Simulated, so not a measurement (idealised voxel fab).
process module | voxel transistor to metal
cross-section cut | 285 nm wide | cells 5 nm
A cross-section is a grid of square cells, given in bands from the top down. A band is one or more rows of cells.
Each band's line starts with the height of the band's top and of its bottom, in nm. Then come its materials from left to right, each with its width in nm. One material with "throughout" fills the band from edge to edge. "air" is empty space.
Height 0 is the level under which the wafer as received is all one material. The lowest band goes on downwards, as in "0 down".
A width such as "30 to 40" changes by the same amount from each row of cells to the next, from the band's top row to its bottom row.
"no change" after a step means that no cell of the cross-section changed.
closed voids: empty space of 8 cells or more with no open way to the top, each as width x height at its distance from the left edge, in nm
after a step's settings: what the simulator itself notes on the step
overlay nm, on a step with a mask: how far to the right of its planned place the mask lay; to the left if negative
plan
1 op RECEIVE | material Si
2 op CONFORMAL_DEP | material SiO2 | thk nm 5
3 op CONFORMAL_DEP | material SiN | thk nm 10
4 op PATTERN | tone cover | mask id ACTIVE | material resist | width nm 115 | pitch nm 140 | thk nm 15 | overlay nm 0
5 op DIRECTIONAL_ETCH | etch materials SiN | depth nm 10
6 op DIRECTIONAL_ETCH | etch materials SiO2 | depth nm 5
7 op DIRECTIONAL_ETCH | etch materials Si | depth nm 25
8 op STRIP | etch materials resist
9 op OXIDIZE | depth nm 5
10 op FILL_DEP | material SiO2 | thk nm 5
11 op CMP | height nm 15
12 op SELECTIVE_ETCH | etch materials SiO2 | depth nm 5
13 op STRIP | etch materials SiN
14 op SELECTIVE_ETCH | etch materials SiO2 | depth nm 5
15 op OXIDIZE | depth nm 5
16 op DIRECTIONAL_DEP | material polySi | thk nm 25
17 op DIRECTIONAL_DEP | material SiCN | thk nm 10
18 op PATTERN | tone cover | mask id GATE | material resist | width nm 25 | pitch nm 140 | thk nm 20 | overlay nm 0
19 op DIRECTIONAL_ETCH | etch materials SiCN | depth nm 20
20 op DIRECTIONAL_ETCH | etch materials polySi | depth nm 35
21 op STRIP | etch materials resist
22 op CONFORMAL_DEP | material SiO2 | thk nm 5
23 op DIRECTIONAL_ETCH | etch materials SiO2 | depth nm 5
24 op CONFORMAL_DEP | material SiN | thk nm 10
25 op DIRECTIONAL_ETCH | etch materials SiN | depth nm 10
26 op DIRECTIONAL_ETCH | etch materials SiO2 | depth nm 5
27 op DIRECTIONAL_ETCH | etch materials Si | depth nm 5
28 op EPI | material nSi | thk nm 5
29 op FILL_DEP | material SiO2 | thk nm 5
30 op CMP | height nm 35
31 op DIRECTIONAL_DEP | material SiO2 | thk nm 10
32 op DIRECTIONAL_DEP | material aC | thk nm 10
33 op PATTERN | tone open | mask id CONTACT | material resist | width nm 35 | pitch nm 70 | thk nm 30 | overlay nm 0
34 op DIRECTIONAL_ETCH | etch materials aC | depth nm 10
35 op STRIP | etch materials resist
36 op DIRECTIONAL_ETCH | etch materials SiO2 | depth nm 50
37 op STRIP | etch materials aC
38 op CONFORMAL_DEP | material TiN | thk nm 5
39 op FILL_DEP | material W | thk nm 5
40 op CMP | height nm 45
41 op DIRECTIONAL_DEP | material TiN | thk nm 5
42 op DIRECTIONAL_DEP | material W | thk nm 25
43 op PATTERN | tone cover | mask id METAL_1 | material resist | width nm 20 | thk nm 15 | overlay nm 0
44 op DIRECTIONAL_ETCH | etch materials W | depth nm 25
45 op DIRECTIONAL_ETCH | etch materials TiN | depth nm 5
46 op STRIP | etch materials resist
47 op CONFORMAL_DEP | material SiN | thk nm 5
48 op FILL_DEP | material SiO2 | thk nm 10
49 op CMP | height nm 75
50 op CONFORMAL_DEP | material SiCN | thk nm 5
as received, after step 1
  0 down: Si throughout
  closed voids: none
first wafer at the end, as planned
  80 to 75: SiCN throughout
  75 to 50: SiO2 15 | SiN 5 | W 20 | SiN 5 | SiO2 55 | SiN 5 | W 20 | SiN 5 | SiO2 25 | SiN 5 | W 20 | SiN 5 | SiO2 55 | SiN 5 | W 20 | SiN 5 | SiO2 15
  50 to 45: SiN 20 | TiN 20 | SiN 65 | TiN 20 | SiN 35 | TiN 20 | SiN 65 | TiN 20 | SiN 20
  45 to 35: SiO2 20 | TiN 5 | W 25 to 15 | TiN 5 to 15 | SiO2 35 | TiN 5 to 15 | W 25 to 15 | TiN 5 | SiO2 35 | TiN 5 | W 25 to 15 | TiN 5 to 15 | SiO2 35 | TiN 5 to 15 | W 25 to 15 | TiN 5 | SiO2 20
  35 to 25: SiO2 20 | TiN 5 | W 15 | TiN 5 | SiN 10 | SiO2 5 | SiCN 25 | SiO2 5 | SiN 10 | TiN 5 | W 15 | TiN 5 | SiO2 35 | TiN 5 | W 15 | TiN 5 | SiN 10 | SiO2 5 | SiCN 25 | SiO2 5 | SiN 10 | TiN 5 | W 15 | TiN 5 | SiO2 20
  25 to 10: SiO2 20 | TiN 5 | W 15 | TiN 5 | SiN 10 | SiO2 5 | polySi 25 | SiO2 5 | SiN 10 | TiN 5 | W 15 | TiN 5 | SiO2 35 | TiN 5 | W 15 | TiN 5 | SiN 10 | SiO2 5 | polySi 25 | SiO2 5 | SiN 10 | TiN 5 | W 15 | TiN 5 | SiO2 20
  10 to 5: SiO2 20 | TiN 10 | W 10 | TiN 5 | SiN 10 | SiO2 5 | polySi 25 | SiO2 5 | SiN 10 | TiN 5 | W 10 | TiN 10 | SiO2 35 | TiN 10 | W 10 | TiN 5 | SiN 10 | SiO2 5 | polySi 25 | SiO2 5 | SiN 10 | TiN 5 | W 10 | TiN 10 | SiO2 20
  5 to 0: SiO2 15 | SiN 10 | TiN 20 | SiN 10 | SiO2 5 | polySi 25 | SiO2 5 | SiN 10 | TiN 20 | SiN 10 | SiO2 25 | SiN 10 | TiN 20 | SiN 10 | SiO2 5 | polySi 25 | SiO2 5 | SiN 10 | TiN 20 | SiN 10 | SiO2 15
  0 to -5: SiO2 25 | nSi 5 | TiN 10 | nSi 5 | SiO2 55 | nSi 5 | TiN 10 | nSi 5 | SiO2 45 | nSi 5 | TiN 10 | nSi 5 | SiO2 55 | nSi 5 | TiN 10 | nSi 5 | SiO2 25
  -5 to -10: SiO2 20 | Si 5 | nSi 20 | Si 55 | nSi 20 | Si 5 | SiO2 35 | Si 5 | nSi 20 | Si 55 | nSi 20 | Si 5 | SiO2 20
  -10 to -30: SiO2 20 | Si 105 | SiO2 35 | Si 105 | SiO2 20
  -30 down: Si throughout
  closed voids: none
second wafer at the end: like start, like plan, one mistake
  80 to 75: SiCN throughout
  75 to 50: SiO2 15 | SiN 5 | W 20 | SiN 5 | SiO2 55 | SiN 5 | W 20 | SiN 5 | SiO2 25 | SiN 5 | W 20 | SiN 5 | SiO2 55 | SiN 5 | W 20 | SiN 5 | SiO2 15
  50 to 45: SiN 20 | TiN 20 | SiN 65 | TiN 20 | SiN 35 | TiN 20 | SiN 65 | TiN 20 | SiN 20
  45 to 35: SiCN throughout
  35 to 25: SiO2 45 | SiN 10 | SiO2 5 | SiCN 25 | SiO2 5 | SiN 10 | SiO2 85 | SiN 10 | SiO2 5 | SiCN 25 | SiO2 5 | SiN 10 | SiO2 45
  25 to 5: SiO2 45 | SiN 10 | SiO2 5 | polySi 25 | SiO2 5 | SiN 10 | SiO2 85 | SiN 10 | SiO2 5 | polySi 25 | SiO2 5 | SiN 10 | SiO2 45
  5 to 0: SiO2 15 | SiN 10 | SiO2 20 | SiN 10 | SiO2 5 | polySi 25 | SiO2 5 | SiN 10 | SiO2 20 | SiN 10 | SiO2 25 | SiN 10 | SiO2 20 | SiN 10 | SiO2 5 | polySi 25 | SiO2 5 | SiN 10 | SiO2 20 | SiN 10 | SiO2 15
  0 to -5: SiO2 25 | nSi 5 | SiO2 10 | nSi 5 | SiO2 55 | nSi 5 | SiO2 10 | nSi 5 | SiO2 45 | nSi 5 | SiO2 10 | nSi 5 | SiO2 55 | nSi 5 | SiO2 10 | nSi 5 | SiO2 25
  -5 to -10: SiO2 20 | Si 5 | nSi 20 | Si 55 | nSi 20 | Si 5 | SiO2 35 | Si 5 | nSi 20 | Si 55 | nSi 20 | Si 5 | SiO2 20
  -10 to -30: SiO2 20 | Si 105 | SiO2 35 | Si 105 | SiO2 20
  -30 down: Si throughout
  closed voids: none
what went wrong: step 31 ran as: op DIRECTIONAL_DEP | material SiCN | thk nm 10
at the end the second wafer has, in cells: 114 more of SiCN | 86 more of SiO2 | 100 fewer of TiN | 100 fewer of W
